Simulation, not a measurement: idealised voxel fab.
Module name: voxel plated lines (process module)
FYI the section here is cut, 245 nm wide, cells are 5 nm squares.
In what follows, cross-sections appear as grids of square cells, described through bands that run from the top down, where every band is one or more rows of cells.
The band entry comprises the height of the band's top followed by the height of its bottom, expressed in nm, and subsequently the band's materials from left to right, each stated together with its width in nm. Where a single material is marked with the word "throughout", that material fills the band from edge to edge. The word "air" represents empty space.
It should be noted that heights are counted from 0, beneath which the wafer as supplied is of one material throughout, and that the lowest band possesses no lower boundary but continues downward, as written in "0 and below".
Note: "30->40" means the width goes from the first number (top row of the band) to the second number (bottom row) in equal steps per row of cells.
When a step is marked "no change", none of the cells in the cross-section changed during that step.
"Fully sealed cavities" contains a list of empty spaces, each no smaller than 8 cells and without an open way to the top, written in the form width x height at distance with the distance from the left edge and all three in nm.
Text after the settings on a step's line: the simulator's own remark on that step.
When a step includes a mask, the "overlay nm" setting on its line states how far to the right of its planned place that mask lay, and negative values state how far to the left.
## Steps planned for the process
1: RECEIVE (material Si)
2: CONFORMAL_DEP (material SiN; thk nm 10)
3: DIRECTIONAL_DEP (material TiN; thk nm 5)
4: PATTERN (tone open; mask id LINES; material resist; width nm 30; pitch nm 55; thk nm 35; overlay nm 0)
5: EPI (material Ru; thk nm 10)
6: EPI (material Ru; thk nm 5)
7: EPI (material Ru; thk nm 5)
8: STRIP (etch materials resist)
9: DIRECTIONAL_ETCH (etch materials TiN; depth nm 5)
10: CONFORMAL_DEP (material SiO2; thk nm 5)
## Delivered wafer in cross-section: state after step 1
> 0 and below = Si throughout
> Fully sealed cavities: none
## Module complete - cross-section of the first of two wafers, run according to plan
> 40 down to 35 = air (20), SiO2 (40), air (15), SiO2 (40), air (15), SiO2 (40), air (15), SiO2 (40), air (20)
> 35 down to 15 = air (20), SiO2 (5), Ru (30), SiO2 (5), air (15), SiO2 (5), Ru (30), SiO2 (5), air (15), SiO2 (5), Ru (30), SiO2 (5), air (15), SiO2 (5), Ru (30), SiO2 (5), air (20)
> 15 down to 10 = SiO2 (25), TiN (30), SiO2 (25), TiN (30), SiO2 (25), TiN (30), SiO2 (25), TiN (30), SiO2 (25)
> 10 down to 0 = SiN throughout
> 0 and below = Si throughout
> Fully sealed cavities: none
## What the second wafer looks like in cross-section once the module is done. Its start and its plan matched the first wafer's exactly; what differed was one mistake in how it was run
> 40 down to 35 = air (30), SiO2 (40), air (15), SiO2 (40), air (15), SiO2 (40), air (15), SiO2 (40), air (10)
> 35 down to 15 = air (30), SiO2 (5), Ru (30), SiO2 (5), air (15), SiO2 (5), Ru (30), SiO2 (5), air (15), SiO2 (5), Ru (30), SiO2 (5), air (15), SiO2 (5), Ru (30), SiO2 (5), air (10)
> 15 down to 10 = SiO2 (35), TiN (30), SiO2 (25), TiN (30), SiO2 (25), TiN (30), SiO2 (25), TiN (30), SiO2 (15)
> 10 down to 0 = SiN throughout
> 0 and below = Si throughout
> Fully sealed cavities: none
Where did the run depart from the plan? step 4: run off-plan, actual operation and settings PATTERN (tone open; mask id LINES; material resist; width nm 30; pitch nm 55; thk nm 35; overlay nm 10)
Both wafers, final: cells per material equal; arrangement not.
